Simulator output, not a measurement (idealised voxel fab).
Presented below is a process module, voxel capacitor over wiring.
cross-section cut | 225 nm wide | cells 5 nm
Think of the cross-section as a grid of square cells. We describe it in bands, top to bottom, and each band covers one or more rows of those cells. Look at the band entry: it leads with the top's height and the bottom's height in nm. Then it lists the materials left to right, with a width in nm for each. The word "full width" on a single material says that material fills the band edge to edge. The word "air" is empty space. All heights in this document are referenced to 0, defined as the level beneath which the wafer, as received, consists entirely of one material. The lowest band is not bounded below; it extends indefinitely downward and is written in the form "0 down". Note: "30 to 40" means the width goes from the first number (top row of the band) to the second number (bottom row) in equal steps per row of cells. "no modifications" (step): cross-section cells unchanged, all of them. "Catalogued sealed voids" means: voids of 8 cells or more that are shut off from the top with no open way through. Written width x height at distance, distance from the left edge, in nm. Anything after a step's settings on that line? It's the simulator's own note about the step. overlay nm: mask right of planned place by this much (step with mask). Neg. = left.
### Intended process steps
step 1: RECEIVE: material Si
step 2: CONFORMAL_DEP: material SiO2, thk nm 15
step 3: CONFORMAL_DEP: material SiN, thk nm 5
step 4: DIRECTIONAL_DEP: material SiO2, thk nm 15
step 5: DIRECTIONAL_DEP: material aC, thk nm 10
step 6: PATTERN: tone open, mask id METAL_1, material resist, width nm 20, pitch nm 90, thk nm 25, overlay nm 0
step 7: DIRECTIONAL_ETCH: etch materials aC, depth nm 10
step 8: STRIP: etch materials resist
step 9: DIRECTIONAL_ETCH: etch materials SiO2, depth nm 15
step 10: DIRECTIONAL_ETCH: etch materials SiN, depth nm 5
step 11: STRIP: etch materials aC
step 12: CONFORMAL_DEP: material TiN, thk nm 5
step 13: FILL_DEP: material Cu, thk nm 10
step 14: CMP: height nm 35
step 15: EPI: material Ru, thk nm 5
step 16: FILL_DEP: material SiCN, thk nm 5
step 17: DIRECTIONAL_DEP: material SiO2, thk nm 20
step 18: PATTERN: tone open, mask id PLUG_1, material resist, width nm 15, thk nm 15, overlay nm 0
step 19: DIRECTIONAL_ETCH: etch materials SiO2, depth nm 20
step 20: DIRECTIONAL_ETCH: etch materials SiCN, depth nm 5
step 21: STRIP: etch materials resist
step 22: EPI: material Ru, thk nm 10
step 23: EPI: material Ru, thk nm 10
step 24: EPI: material Ru, thk nm 5
step 25: DIRECTIONAL_DEP: material TiN, thk nm 10
step 26: DIRECTIONAL_DEP: material SiN, thk nm 5
step 27: DIRECTIONAL_DEP: material TiN, thk nm 5
step 28: MASKED_ETCH: tone cover, mask id UPPER_PLATE, width nm 75, etch materials TiN, depth nm 5, overlay nm 0
step 29: MASKED_ETCH: tone cover, mask id UPPER_PLATE, width nm 75, etch materials SiN, depth nm 5, overlay nm 0
step 30: PATTERN: tone cover, mask id LOWER_PLATE, material resist, width nm 85, thk nm 15, overlay nm 0
step 31: DIRECTIONAL_ETCH: etch materials TiN, depth nm 10
step 32: STRIP: etch materials resist
step 33: FILL_DEP: material SiO2, thk nm 20
step 34: CMP: height nm 100
step 35: MASKED_ETCH: tone open, mask id PLUG_2, width nm 15, etch materials SiO2, depth nm 15, overlay nm 0
step 36: CONFORMAL_DEP: material TiN, thk nm 5
step 37: FILL_DEP: material Cu, thk nm 5
step 38: CMP: height nm 100
step 39: CONFORMAL_DEP: material SiCN, thk nm 5
### Wafer, first of two, run as planned
### Cross-section of the wafer at receipt, which is the condition after step 1
	0 down: Si full width
	Catalogued sealed voids: none
### Step 2 done - wafer cross-section
	15 to 0: SiO2 full width
	Everything under 0 stays put, no change at all.
### Step 3 done - wafer cross-section
	20 to 15: SiN full width
	Everything under 15 stays put, no change at all.
### Step 4 done - wafer cross-section
	35 to 20: SiO2 full width
	Everything under 20 stays put, no change at all.
### Step 5 done - wafer cross-section
	45 to 35: aC full width
	Everything under 35 stays put, no change at all.
### Step 6 done - wafer cross-section
	70 to 45: resist: 55 / air: 20 / resist: 70 / air: 20 / resist: 60
	Everything under 45 stays put, no change at all.
### Step 7 done - wafer cross-section
	60 to 45: resist: 55 / air: 20 / resist: 70 / air: 20 / resist: 60
	45 to 35: aC: 55 / air: 20 / aC: 70 / air: 20 / aC: 60
	Everything under 35 stays put, no change at all.
### Step 8 done - wafer cross-section
	45 to 35: aC: 55 / air: 20 / aC: 70 / air: 20 / aC: 60
	Everything under 35 stays put, no change at all.
### Step 9 done - wafer cross-section
	45 to 35: aC: 55 / air: 20 / aC: 70 / air: 20 / aC: 60
	35 to 20: SiO2: 55 / air: 20 / SiO2: 70 / air: 20 / SiO2: 60
	Everything under 20 stays put, no change at all.
### Step 10 done - wafer cross-section
	45 to 35: aC: 55 / air: 20 / aC: 70 / air: 20 / aC: 60
	35 to 20: SiO2: 55 / air: 20 / SiO2: 70 / air: 20 / SiO2: 60
	20 to 15: SiN: 55 / air: 20 / SiN: 70 / air: 20 / SiN: 60
	Everything under 15 stays put, no change at all.
### Step 11 done - wafer cross-section
	35 to 20: SiO2: 55 / air: 20 / SiO2: 70 / air: 20 / SiO2: 60
	Everything under 20 stays put, no change at all.
### Step 12 done - wafer cross-section
	40 to 35: TiN: 60 / air: 10 / TiN: 80 / air: 10 / TiN: 65
	35 to 20: SiO2: 55 / TiN: 5 / air: 10 / TiN: 5 / SiO2: 70 / TiN: 5 / air: 10 / TiN: 5 / SiO2: 60
	20 to 15: SiN: 55 / TiN: 20 / SiN: 70 / TiN: 20 / SiN: 60
	Everything under 15 stays put, no change at all.
### Step 13 done - wafer cross-section
	50 to 40: Cu full width
	40 to 35: TiN: 60 / Cu: 10 / TiN: 80 / Cu: 10 / TiN: 65
	35 to 20: SiO2: 55 / TiN: 5 / Cu: 10 / TiN: 5 / SiO2: 70 / TiN: 5 / Cu: 10 / TiN: 5 / SiO2: 60
	Everything under 20 stays put, no change at all.
### Step 14 done - wafer cross-section
	35 to 20: SiO2: 55 / TiN: 5 / Cu: 10 / TiN: 5 / SiO2: 70 / TiN: 5 / Cu: 10 / TiN: 5 / SiO2: 60
	Everything under 20 stays put, no change at all.
### Step 15 done - wafer cross-section
	40 to 35: air: 50 / Ru: 30 / air: 60 / Ru: 30 / air: 55
	Everything under 35 stays put, no change at all.
### Step 16 done - wafer cross-section
	45 to 40: SiCN full width
	40 to 35: SiCN: 50 / Ru: 30 / SiCN: 60 / Ru: 30 / SiCN: 55
	Everything under 35 stays put, no change at all.
### Step 17 done - wafer cross-section
	65 to 45: SiO2 full width
	Everything under 45 stays put, no change at all.
### Step 18 done - wafer cross-section
	80 to 65: resist: 60 / air: 15 / resist: 150
	Everything under 65 stays put, no change at all.
### Step 19 done - wafer cross-section
	80 to 65: resist: 60 / air: 15 / resist: 150
	65 to 45: SiO2: 60 / air: 15 / SiO2: 150
	Everything under 45 stays put, no change at all.
### Step 20 done - wafer cross-section
	80 to 65: resist: 60 / air: 15 / resist: 150
	65 to 45: SiO2: 60 / air: 15 / SiO2: 150
	45 to 40: SiCN: 60 / air: 15 / SiCN: 150
	Everything under 40 stays put, no change at all.
### Step 21 done - wafer cross-section
	65 to 45: SiO2: 60 / air: 15 / SiO2: 150
	Everything under 45 stays put, no change at all.
### Step 22 done - wafer cross-section
	65 to 50: SiO2: 60 / air: 15 / SiO2: 150
	50 to 45: SiO2: 60 / Ru: 15 / SiO2: 150
	45 to 40: SiCN: 60 / Ru: 15 / SiCN: 150
	Everything under 40 stays put, no change at all.
### Step 23 done - wafer cross-section
	65 to 60: SiO2: 60 / air: 15 / SiO2: 150
	60 to 45: SiO2: 60 / Ru: 15 / SiO2: 150
	Everything under 45 stays put, no change at all.
### Step 24 done - wafer cross-section
	65 to 45: SiO2: 60 / Ru: 15 / SiO2: 150
	Everything under 45 stays put, no change at all.
### Step 25 done - wafer cross-section
	75 to 65: TiN full width
	Everything under 65 stays put, no change at all.
### Step 26 done - wafer cross-section
	80 to 75: SiN full width
	Everything under 75 stays put, no change at all.
### Step 27 done - wafer cross-section
	85 to 80: TiN full width
	Everything under 80 stays put, no change at all.
### Step 28 done - wafer cross-section
	85 to 80: air: 60 / TiN: 75 / air: 90
	Everything under 80 stays put, no change at all.
### Step 29 done - wafer cross-section
	85 to 80: air: 60 / TiN: 75 / air: 90
	80 to 75: air: 60 / SiN: 75 / air: 90
	Everything under 75 stays put, no change at all.
### Step 30 done - wafer cross-section
	100 to 85: air: 55 / resist: 85 / air: 85
	85 to 80: air: 55 / resist: 5 / TiN: 75 / resist: 5 / air: 85
	80 to 75: air: 55 / resist: 5 / SiN: 75 / resist: 5 / air: 85
	Everything under 75 stays put, no change at all.
### Step 31 done - wafer cross-section
	100 to 85: air: 55 / resist: 85 / air: 85
	85 to 80: air: 55 / resist: 5 / TiN: 75 / resist: 5 / air: 85
	80 to 75: air: 55 / resist: 5 / SiN: 75 / resist: 5 / air: 85
	75 to 65: air: 55 / TiN: 85 / air: 85
	Everything under 65 stays put, no change at all.
### Step 32 done - wafer cross-section
	85 to 80: air: 60 / TiN: 75 / air: 90
	80 to 75: air: 60 / SiN: 75 / air: 90
	Everything under 75 stays put, no change at all.
### Step 33 done - wafer cross-section
	105 to 85: SiO2 full width
	85 to 80: SiO2: 60 / TiN: 75 / SiO2: 90
	80 to 75: SiO2: 60 / SiN: 75 / SiO2: 90
	75 to 65: SiO2: 55 / TiN: 85 / SiO2: 85
	Everything under 65 stays put, no change at all.
### Step 34 done - wafer cross-section
	100 to 85: SiO2 full width
	Everything under 85 stays put, no change at all.
### Step 35 done - wafer cross-section
	100 to 85: SiO2: 70 / air: 15 / SiO2: 140
	Everything under 85 stays put, no change at all.
### Step 36 done - wafer cross-section
	105 to 100: TiN: 75 / air: 5 / TiN: 145
	100 to 90: SiO2: 70 / TiN: 5 / air: 5 / TiN: 5 / SiO2: 140
	90 to 80: SiO2: 70 to 60 / TiN: 15 to 75 / SiO2: 140 to 90
	Everything under 80 stays put, no change at all.
### Step 37 done - wafer cross-section
	110 to 105: Cu full width
	105 to 100: TiN: 75 / Cu: 5 / TiN: 145
	100 to 90: SiO2: 70 / TiN: 5 / Cu: 5 / TiN: 5 / SiO2: 140
	Everything under 90 stays put, no change at all.
### Step 38 done - wafer cross-section
	100 to 90: SiO2: 70 / TiN: 5 / Cu: 5 / TiN: 5 / SiO2: 140
	Everything under 90 stays put, no change at all.
### Step 39 done - wafer cross-section
	105 to 100: SiCN full width
	Everything under 100 stays put, no change at all.
### Wafer two: like wafer one in start and plan, but with one mistake in execution; identical up to and including step 21
### The second wafer in cross-section, at the planned close of step 23
	65 to 50: SiO2: 60 / air: 15 / SiO2: 150
	50 to 45: SiO2: 60 / Ru: 15 / SiO2: 150
	45 to 40: SiCN: 60 / Ru: 15 / SiCN: 150
	Everything under 40 stays put, no change at all.
### The second wafer in cross-section, at the planned close of step 24
	65 to 55: SiO2: 60 / air: 15 / SiO2: 150
	55 to 45: SiO2: 60 / Ru: 15 / SiO2: 150
	Everything under 45 stays put, no change at all.
### The second wafer in cross-section, at the planned close of step 25
	75 to 65: TiN: 60 / air: 15 / TiN: 150
	65 to 55: SiO2: 60 / TiN: 15 / SiO2: 150
	Everything under 55 stays put, no change at all.
### The second wafer in cross-section, at the planned close of step 26
	80 to 75: SiN: 60 / air: 15 / SiN: 150
	75 to 70: TiN: 60 / air: 15 / TiN: 150
	70 to 65: TiN: 60 / SiN: 15 / TiN: 150
	Everything under 65 stays put, no change at all.
### The second wafer in cross-section, at the planned close of step 27
	85 to 80: TiN: 60 / air: 15 / TiN: 150
	80 to 75: SiN: 60 / air: 15 / SiN: 150
	75 to 70: TiN full width
	Everything under 70 stays put, no change at all.
### The second wafer in cross-section, at the planned close of step 28
	85 to 80: air: 75 / TiN: 60 / air: 90
	Everything under 80 stays put, no change at all.
### The second wafer in cross-section, at the planned close of step 29
	85 to 80: air: 75 / TiN: 60 / air: 90
	80 to 75: air: 75 / SiN: 60 / air: 90
	Everything under 75 stays put, no change at all.
### The second wafer in cross-section, at the planned close of step 30
	100 to 85: air: 55 / resist: 85 / air: 85
	85 to 80: air: 55 / resist: 20 / TiN: 60 / resist: 5 / air: 85
	80 to 75: air: 55 / resist: 20 / SiN: 60 / resist: 5 / air: 85
	Everything under 75 stays put, no change at all.
### The second wafer in cross-section, at the planned close of step 31
	100 to 85: air: 55 / resist: 85 / air: 85
	85 to 80: air: 55 / resist: 20 / TiN: 60 / resist: 5 / air: 85
	80 to 75: air: 55 / resist: 20 / SiN: 60 / resist: 5 / air: 85
	75 to 70: air: 55 / TiN: 85 / air: 85
	70 to 65: air: 55 / TiN: 5 / SiN: 15 / TiN: 65 / air: 85
	Everything under 65 stays put, no change at all.
### The second wafer in cross-section, at the planned close of step 32
	85 to 80: air: 75 / TiN: 60 / air: 90
	80 to 75: air: 75 / SiN: 60 / air: 90
	Everything under 75 stays put, no change at all.
### The second wafer in cross-section, at the planned close of step 33
	105 to 85: SiO2 full width
	85 to 80: SiO2: 75 / TiN: 60 / SiO2: 90
	80 to 75: SiO2: 75 / SiN: 60 / SiO2: 90
	75 to 70: SiO2: 55 / TiN: 85 / SiO2: 85
	70 to 65: SiO2: 55 / TiN: 5 / SiN: 15 / TiN: 65 / SiO2: 85
	Everything under 65 stays put, no change at all.
### The second wafer in cross-section, at the planned close of step 34
	100 to 85: SiO2 full width
	Everything under 85 stays put, no change at all.
### The second wafer in cross-section, at the planned close of step 35
	100 to 85: SiO2: 70 / air: 15 / SiO2: 140
	Everything under 85 stays put, no change at all.
### The second wafer in cross-section, at the planned close of step 36
	105 to 100: TiN: 75 / air: 5 / TiN: 145
	100 to 90: SiO2: 70 / TiN: 5 / air: 5 / TiN: 5 / SiO2: 140
	90 to 80: SiO2: 70 to 75 / TiN: 15 to 60 / SiO2: 140 to 90
	Everything under 80 stays put, no change at all.
### The second wafer in cross-section, at the planned close of step 37
	110 to 105: Cu full width
	105 to 100: TiN: 75 / Cu: 5 / TiN: 145
	100 to 90: SiO2: 70 / TiN: 5 / Cu: 5 / TiN: 5 / SiO2: 140
	Everything under 90 stays put, no change at all.
### The second wafer in cross-section, at the planned close of step 38
	100 to 90: SiO2: 70 / TiN: 5 / Cu: 5 / TiN: 5 / SiO2: 140
	Everything under 90 stays put, no change at all.
### The second wafer in cross-section, at the planned close of step 39
	105 to 100: SiCN full width
	Everything under 100 stays put, no change at all.
It is concluded that the wafer was processed incorrectly with respect to the plan, in that which of the identical steps 22 and 23 was left out cannot be determined, but one of them was
Looking at both finished wafers in cells, the second ends up ahead of or behind the first on some materials: Ru -6, SiO2 +6
